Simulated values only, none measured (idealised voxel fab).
The following is a process module called voxel double patterning.
The cross-section shown here is cut; it is 160 nm wide and divided into square cells measuring 5 nm on a side.
In this document a cross-section is written as a grid of square cells. It is given as a series of bands, listed from the top down, and a band is one or more rows of cells. Look at the band entry: it leads with the top's height and the bottom's height in nm. Then it lists the materials left to right, with a width in nm for each. The word "everywhere" on a single material says that material fills the band edge to edge. The word "empty" is empty space. Basically, 0 is our baseline, since under it the wafer straight out of the box is all one material. The bottom band has no lower end and keeps on going down, so it looks like "top 0, no bottom". The expression "30..40" gives the width at the extremes of the band, the first number at its top row of cells and the second at its bottom row, with the width changing by equal amounts from each row to the next in between. Key: "remains unaltered" - step with no changed cell in the cross-section. Any empty space of 8 cells or more lacking an open way to the top shows up in "Closed cavities" as width x height at distance, distance from the left edge, in nm. Note: text after step settings on the step line = simulator remark on that step. Each step line may optionally specify "overlay nm", which for a step with a mask gives the rightward distance between the mask's planned place and where it lay, a negative value indicating the leftward direction. Pairs, read this way: before one process step on the one hand, after it on the other, the after cross-section ending at the lowest band that changed; the step between, settings included, beneath. Same starting wafer throughout, but possibly different runs of this module, so no pair continues from the pair above unless its entry headed "Pre-processing view" says so.

Pre-processing view:
- top 70, bottom 45  resist 45, then empty 15, then resist 35, then empty 15, then resist 50
- top 45, bottom 35  aC 15, then resist 15, then aC 35, then resist 15, then aC 35, then resist 15, then aC 30
- top 35, bottom 25  SiCN 15, then aC 15, then SiCN 35, then aC 15, then SiCN 35, then aC 15, then SiCN 30
- top 25, bottom 10  polySi everywhere
- top 10, bottom 0  SiO2 everywhere
- top 0, no bottom  Si everywhere
- Closed cavities: none

Structure After Step:
- top 60, bottom 45  resist 45, then empty 15, then resist 35, then empty 15, then resist 50
- top 45, bottom 35  aC 15, then resist 15, then aC 15, then empty 15, then aC 5, then resist 15, then aC 15, then empty 15, then aC 5, then resist 15, then aC 30
- Whatever lies below 35 is exactly as it was before.
- Closed cavities: none
Here is the step that sits between the two cross-sections above: op DIRECTIONAL_ETCH | etch materials aC | depth nm 10

Pre-processing view: Reference is made to the cross-section shown after the step in the pair directly above, which represents the state prior to this step.

Structure After Step:
- top 45, bottom 35  aC 15, then empty 15, then aC 15, then empty 15, then aC 5, then empty 15, then aC 15, then empty 15, then aC 5, then empty 15, then aC 30
- Whatever lies below 35 is exactly as it was before.
- Closed cavities: none
Here is the step that sits between the two cross-sections above: op STRIP | etch materials resist

Pre-processing view: Reference is made to the cross-section shown after the step in the pair directly above, which represents the state prior to this step.

Structure After Step:
- top 45, bottom 35  aC 15, then empty 15, then aC 15, then empty 15, then aC 5, then empty 15, then aC 15, then empty 15, then aC 5, then empty 15, then aC 30
- top 35, bottom 25  SiCN 15, then aC 15, then SiCN 15, then empty 15, then SiCN 5, then aC 15, then SiCN 15, then empty 15, then SiCN 5, then aC 15, then SiCN 30
- Whatever lies below 25 is exactly as it was before.
- Closed cavities: none
Here is the step that sits between the two cross-sections above: op DIRECTIONAL_ETCH | etch materials SiCN | depth nm 10

Pre-processing view: Reference is made to the cross-section shown after the step in the pair directly above, which represents the state prior to this step.

Structure After Step:
- top 35, bottom 25  SiCN 15, then empty 15, then SiCN 15, then empty 15, then SiCN 5, then empty 15, then SiCN 15, then empty 15, then SiCN 5, then empty 15, then SiCN 30
- Whatever lies below 25 is exactly as it was before.
- Closed cavities: none
Here is the step that sits between the two cross-sections above: op STRIP | etch materials aC

Pre-processing view: Reference is made to the cross-section shown after the step in the pair directly above, which represents the state prior to this step.

Structure After Step:
- top 35, bottom 25  SiCN 15, then empty 15, then SiCN 15, then empty 15, then SiCN 5, then empty 15, then SiCN 15, then empty 15, then SiCN 5, then empty 15, then SiCN 30
- top 25, bottom 10  polySi 15, then empty 15, then polySi 15, then empty 15, then polySi 5, then empty 15, then polySi 15, then empty 15, then polySi 5, then empty 15, then polySi 30
- Whatever lies below 10 is exactly as it was before.
- Closed cavities: none
Here is the step that sits between the two cross-sections above: op DIRECTIONAL_ETCH | etch materials polySi | depth nm 15

Pre-processing view: Reference is made to the cross-section shown after the step in the pair directly above, which represents the state prior to this step.

Structure After Step:
- top 25, bottom 10  polySi 15, then empty 15, then polySi 15, then empty 15, then polySi 5, then empty 15, then polySi 15, then empty 15, then polySi 5, then empty 15, then polySi 30
- Whatever lies below 10 is exactly as it was before.
- Closed cavities: none
Here is the step that sits between the two cross-sections above: op STRIP | etch materials SiCN

Pre-processing view:
- top 0, no bottom  Si everywhere
- Closed cavities: none

Structure After Step:
- top 10, bottom 0  polySi everywhere
- Whatever lies below 0 is exactly as it was before.
- Closed cavities: none
Here is the step that sits between the two cross-sections above: op CONFORMAL_DEP | material polySi | thk nm 10

Pre-processing view: Reference is made to the cross-section shown after the step in the pair directly above, which represents the state prior to this step.

Structure After Step:
- top 25, bottom 0  polySi everywhere
- Whatever lies below 0 is exactly as it was before.
- Closed cavities: none
Here is the step that sits between the two cross-sections above: op DIRECTIONAL_DEP | material polySi | thk nm 15

Pre-processing view: Reference is made to the cross-section shown after the step in the pair directly above, which represents the state prior to this step.

Structure After Step:
- top 35, bottom 25  SiCN everywhere
- Whatever lies below 25 is exactly as it was before.
- Closed cavities: none
Here is the step that sits between the two cross-sections above: op DIRECTIONAL_DEP | material SiCN | thk nm 10

Pre-processing view: Reference is made to the cross-section shown after the step in the pair directly above, which represents the state prior to this step.

Structure After Step:
- top 35, bottom 25  SiCN 20, then empty 15, then SiCN 35, then empty 15, then SiCN 35, then empty 15, then SiCN 25
- Whatever lies below 25 is exactly as it was before.
- Closed cavities: none
Here is the step that sits between the two cross-sections above: op MASKED_ETCH | tone open | mask id FIRST | width nm 15 | pitch nm 50 | etch materials SiCN | depth nm 10 | overlay nm 0

Pre-processing view: Reference is made to the cross-section shown after the step in the pair directly above, which represents the state prior to this step.

Structure After Step:
- top 45, bottom 35  aC 20, then empty 15, then aC 35, then empty 15, then aC 35, then empty 15, then aC 25
- top 35, bottom 25  SiCN 20, then aC 15, then SiCN 35, then aC 15, then SiCN 35, then aC 15, then SiCN 25
- Whatever lies below 25 is exactly as it was before.
- Closed cavities: none
Here is the step that sits between the two cross-sections above: op DIRECTIONAL_DEP | material aC | thk nm 10

Pre-processing view: Reference is made to the cross-section shown after the step in the pair directly above, which represents the state prior to this step.

Structure After Step:
- top 70, bottom 45  resist 45, then empty 15, then resist 35, then empty 15, then resist 50
- top 45, bottom 35  aC 20, then resist 15, then aC 35, then resist 15, then aC 35, then resist 15, then aC 25
- Whatever lies below 35 is exactly as it was before.
- Closed cavities: none
Here is the step that sits between the two cross-sections above: op PATTERN | tone open | mask id SECOND | material resist | width nm 15 | pitch nm 50 | thk nm 25 | overlay nm 0

Pre-processing view: Reference is made to the cross-section shown after the step in the pair directly above, which represents the state prior to this step.

Structure After Step:
- top 60, bottom 45  resist 45, then empty 15, then resist 35, then empty 15, then resist 50
- top 45, bottom 35  aC 20, then resist 15, then aC 10, then empty 15, then aC 10, then resist 15, then aC 10, then empty 15, then aC 10, then resist 15, then aC 25
- Whatever lies below 35 is exactly as it was before.
- Closed cavities: none
Here is the step that sits between the two cross-sections above: op DIRECTIONAL_ETCH | etch materials aC | depth nm 10

Pre-processing view: Reference is made to the cross-section shown after the step in the pair directly above, which represents the state prior to this step.

Structure After Step:
- top 45, bottom 35  aC 20, then empty 15, then aC 10, then empty 15, then aC 10, then empty 15, then aC 10, then empty 15, then aC 10, then empty 15, then aC 25
- Whatever lies below 35 is exactly as it was before.
- Closed cavities: none
Here is the step that sits between the two cross-sections above: op STRIP | etch materials resist

Pre-processing view: Reference is made to the cross-section shown after the step in the pair directly above, which represents the state prior to this step.

Structure After Step:
- top 45, bottom 35  aC 20, then empty 15, then aC 10, then empty 15, then aC 10, then empty 15, then aC 10, then empty 15, then aC 10, then empty 15, then aC 25
- top 35, bottom 25  SiCN 20, then aC 15, then SiCN 10, then empty 15, then SiCN 10, then aC 15, then SiCN 10, then empty 15, then SiCN 10, then aC 15, then SiCN 25
- Whatever lies below 25 is exactly as it was before.
- Closed cavities: none
Here is the step that sits between the two cross-sections above: op DIRECTIONAL_ETCH | etch materials SiCN | depth nm 10

Pre-processing view: Reference is made to the cross-section shown after the step in the pair directly above, which represents the state prior to this step.

Structure After Step:
- top 35, bottom 25  SiCN 20, then empty 15, then SiCN 10, then empty 15, then SiCN 10, then empty 15, then SiCN 10, then empty 15, then SiCN 10, then empty 15, then SiCN 25
- Whatever lies below 25 is exactly as it was before.
- Closed cavities: none
Here is the step that sits between the two cross-sections above: op STRIP | etch materials aC

Pre-processing view: Reference is made to the cross-section shown after the step in the pair directly above, which represents the state prior to this step.

Structure After Step:
- top 35, bottom 25  SiCN 20, then empty 15, then SiCN 10, then empty 15, then SiCN 10, then empty 15, then SiCN 10, then empty 15, then SiCN 10, then empty 15, then SiCN 25
- top 25, bottom 10  polySi 20, then empty 15, then polySi 10, then empty 15, then polySi 10, then empty 15, then polySi 10, then empty 15, then polySi 10, then empty 15, then polySi 25
- Whatever lies below 10 is exactly as it was before.
- Closed cavities: none
Here is the step that sits between the two cross-sections above: op DIRECTIONAL_ETCH | etch materials polySi | depth nm 15

Pre-processing view: Reference is made to the cross-section shown after the step in the pair directly above, which represents the state prior to this step.

Structure After Step:
- top 25, bottom 10  polySi 20, then empty 15, then polySi 10, then empty 15, then polySi 10, then empty 15, then polySi 10, then empty 15, then polySi 10, then empty 15, then polySi 25
- Whatever lies below 10 is exactly as it was before.
- Closed cavities: none
Here is the step that sits between the two cross-sections above: op STRIP | etch materials SiCN

Pre-processing view:
- top 35, bottom 25  SiCN everywhere
- top 25, bottom 10  polySi everywhere
- top 10, bottom 0  SiO2 everywhere
- top 0, no bottom  Si everywhere
- Closed cavities: none

Structure After Step:
- top 35, bottom 25  empty 20, then SiCN 15, then empty 35, then SiCN 15, then empty 35, then SiCN 15, then empty 25
- Whatever lies below 25 is exactly as it was before.
- Closed cavities: none
Here is the step that sits between the two cross-sections above: op MASKED_ETCH | tone cover | mask id FIRST | width nm 15 | pitch nm 50 | etch materials SiCN | depth nm 10 | overlay nm 0

Pre-processing view: Reference is made to the cross-section shown after the step in the pair directly above, which represents the state prior to this step.

Structure After Step:
- top 45, bottom 35  empty 20, then aC 15, then empty 35, then aC 15, then empty 35, then aC 15, then empty 25
- top 35, bottom 25  aC 20, then SiCN 15, then aC 35, then SiCN 15, then aC 35, then SiCN 15, then aC 25
- Whatever lies below 25 is exactly as it was before.
- Closed cavities: none
Here is the step that sits between the two cross-sections above: op DIRECTIONAL_DEP | material aC | thk nm 10

Pre-processing view: Reference is made to the cross-section shown after the step in the pair directly above, which represents the state prior to this step.

Structure After Step:
- top 70, bottom 45  resist 45, then empty 15, then resist 35, then empty 15, then resist 50
- top 45, bottom 35  resist 20, then aC 15, then resist 10, then empty 15, then resist 10, then aC 15, then resist 10, then empty 15, then resist 10, then aC 15, then resist 25
- Whatever lies below 35 is exactly as it was before.
- Closed cavities: none
Here is the step that sits between the two cross-sections above: op PATTERN | tone open | mask id SECOND | material resist | width nm 15 | pitch nm 50 | thk nm 25 | overlay nm 0

Pre-processing view: Reference is made to the cross-section shown after the step in the pair directly above, which represents the state prior to this step.

Structure After Step:
- top 60, bottom 45  resist 45, then empty 15, then resist 35, then empty 15, then resist 50
- top 45, bottom 35  resist 20, then aC 15, then resist 10, then empty 15, then resist 10, then aC 15, then resist 10, then empty 15, then resist 10, then aC 15, then resist 25
- top 35, bottom 25  aC 20, then SiCN 15, then aC 10, then empty 15, then aC 10, then SiCN 15, then aC 10, then empty 15, then aC 10, then SiCN 15, then aC 25
- Whatever lies below 25 is exactly as it was before.
- Closed cavities: none
Here is the step that sits between the two cross-sections above: op DIRECTIONAL_ETCH | etch materials aC | depth nm 10

Pre-processing view: Reference is made to the cross-section shown after the step in the pair directly above, which represents the state prior to this step.

Structure After Step:
- top 45, bottom 35  empty 20, then aC 15, then empty 35, then aC 15, then empty 35, then aC 15, then empty 25
- Whatever lies below 35 is exactly as it was before.
- Closed cavities: none
Here is the step that sits between the two cross-sections above: op STRIP | etch materials resist

Pre-processing view: Reference is made to the cross-section shown after the step in the pair directly above, which represents the state prior to this step.

Structure After Step:
- top 35, bottom 25  empty 20, then SiCN 15, then empty 35, then SiCN 15, then empty 35, then SiCN 15, then empty 25
- Whatever lies below 25 is exactly as it was before.
- Closed cavities: none
Here is the step that sits between the two cross-sections above: op STRIP | etch materials aC

Pre-processing view: Reference is made to the cross-section shown after the step in the pair directly above, which represents the state prior to this step.

Structure After Step:
- top 35, bottom 25  empty 20, then SiCN 15, then empty 35, then SiCN 15, then empty 35, then SiCN 15, then empty 25
- top 25, bottom 10  empty 20, then polySi 15, then empty 35, then polySi 15, then empty 35, then polySi 15, then empty 25
- Whatever lies below 10 is exactly as it was before.
- Closed cavities: none
Here is the step that sits between the two cross-sections above: op DIRECTIONAL_ETCH | etch materials polySi | depth nm 15

Pre-processing view: Reference is made to the cross-section shown after the step in the pair directly above, which represents the state prior to this step.

Structure After Step:
- top 25, bottom 10  empty 20, then polySi 15, then empty 35, then polySi 15, then empty 35, then polySi 15, then empty 25
- Whatever lies below 10 is exactly as it was before.
- Closed cavities: none
Here is the step that sits between the two cross-sections above: op STRIP | etch materials SiCN
